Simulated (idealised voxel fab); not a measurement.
process module | voxel released beams
cross-section cut | 250 nm wide | cells 5 nm
A cross-section is a grid of square cells, given in bands from the top down. A band is one or more rows of cells.
Each band's line starts with the height of the band's top and of its bottom, in nm. Then come its materials from left to right, each with its width in nm. One material with "throughout" fills the band from edge to edge. "air" is empty space.
Height 0 is the level under which the wafer as received is all one material. The lowest band goes on downwards, as in "0 down".
A width such as "30 to 40" changes by the same amount from each row of cells to the next, from the band's top row to its bottom row.
"no change" after a step means that no cell of the cross-section changed.
closed voids: empty space of 8 cells or more with no open way to the top, each as width x height at its distance from the left edge, in nm
after a step's settings: what the simulator itself notes on the step
overlay nm, on a step with a mask: how far to the right of its planned place the mask lay; to the left if negative
plan
1 op RECEIVE | material Si
2 op CONFORMAL_DEP | material Al2O3 | thk nm 10
3 op DIRECTIONAL_DEP | material SiO2 | thk nm 20
4 op DIRECTIONAL_DEP | material aC | thk nm 15
5 op PATTERN | tone open | mask id ANCHOR | material resist | width nm 30 | thk nm 35 | overlay nm 0
6 op DIRECTIONAL_ETCH | etch materials aC | depth nm 15
7 op STRIP | etch materials resist
8 op DIRECTIONAL_ETCH | etch materials SiO2 | depth nm 20
9 op STRIP | etch materials aC
10 op CONFORMAL_DEP | material W | thk nm 5
11 op DIRECTIONAL_DEP | material aC | thk nm 10
12 op PATTERN | tone cover | mask id BEAM | material resist | width nm 90 | thk nm 25 | overlay nm 0
13 op DIRECTIONAL_ETCH | etch materials aC | depth nm 10
14 op STRIP | etch materials resist
15 op DIRECTIONAL_ETCH | etch materials W | depth nm 10
16 op STRIP | etch materials aC
17 op STRIP | etch materials SiO2
varied across the wafers: thk nm of step 10. The plan shows the first wafer's value. All wafers start alike
first wafer as received, after step 1
  0 down: Si throughout
  closed voids: none
each wafer at the end: cells of each material gained (+) or lost (-) since it was received, then its closed voids
thk nm 5 | +100 Al2O3 | +26 W | closed voids: none
thk nm 10 | +100 Al2O3 | +52 W | closed voids: none
thk nm 15 | +100 Al2O3 | +176 SiO2 | +110 W | closed voids: none
thk nm 20 | +100 Al2O3 | +176 SiO2 | +160 W | closed voids: none
thk nm 25 | +100 Al2O3 | +176 SiO2 | +210 W | closed voids: none
